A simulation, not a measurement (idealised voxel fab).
Title: Process Module voxel released beams
Square cell edge 5 nm, section width 145 nm, ID cut.
Each cross-section below is a grid of square cells, stated as bands in top-down order, with one or more rows of cells making up each band. Band entry format. Leading values: height of top, height of bottom, nm. Remainder: materials in left-to-right order, each with its width in nm. Special words: "all across" on a single material, which then fills the band edge to edge; "empty", empty space. Heights are reckoned from 0. Under this level, the received wafer is all of one material. The bottommost band is open-ended downward, for example "0..down". When a width is written as two numbers, as in "30->40", the first number is the width in the top row of cells of the band and the second is the width in its bottom row, and the width changes by the same amount from each row to the next. A step reported as "nothing altered" is a step in which no cell of the cross-section changed. The entry "Voids, sealed" lists the empty spaces that cover at least 8 cells and have no open path to the top. Each is written as width x height at distance, where the distance is measured from the left edge and all three values are in nm. What comes after the settings on a step's line is commentary from the simulator itself on that step. You can add "overlay nm" to a step's line. For a step with a mask, it describes how far the mask lay to the right of its planned position, and a negative number describes a lay to the left.
## So here's the lineup of process steps we planned
step 1: RECEIVE, material Si
step 2: CONFORMAL_DEP, material Al2O3, thk nm 5
step 3: DIRECTIONAL_DEP, material SiO2, thk nm 5
step 4: PATTERN, tone open, mask id ANCHOR, material resist, width nm 45, thk nm 15, overlay nm 0
step 5: DIRECTIONAL_ETCH, etch materials SiO2, depth nm 15
step 6: STRIP, etch materials resist
step 7: CONFORMAL_DEP, material W, thk nm 15
step 8: MASKED_ETCH, tone cover, mask id BEAM, width nm 95, etch materials W, depth nm 15, overlay nm 0
step 9: STRIP, etch materials SiO2
All wafers enter the flow in the same state. The thk nm at step 3 differs from wafer to wafer, and the plan gives the value for the first wafer.
## First of several wafers, received after step 1, in cross-section
* 0..down  Si all across
* Voids, sealed: none
## Gained (+) or lost (-) cells of each material since receipt, then closed voids: one row per wafer, at the end of the module
thk nm 5 | +29 Al2O3 | +63 W | Voids, sealed: none
thk nm 10 | +29 Al2O3 | +69 W | Voids, sealed: none
thk nm 15 | +29 Al2O3 | +75 W | Voids, sealed: none
thk nm 20 | +29 Al2O3 | Voids, sealed: none
thk nm 25 | +29 Al2O3 | Voids, sealed: none
thk nm 30 | +29 Al2O3 | Voids, sealed: none
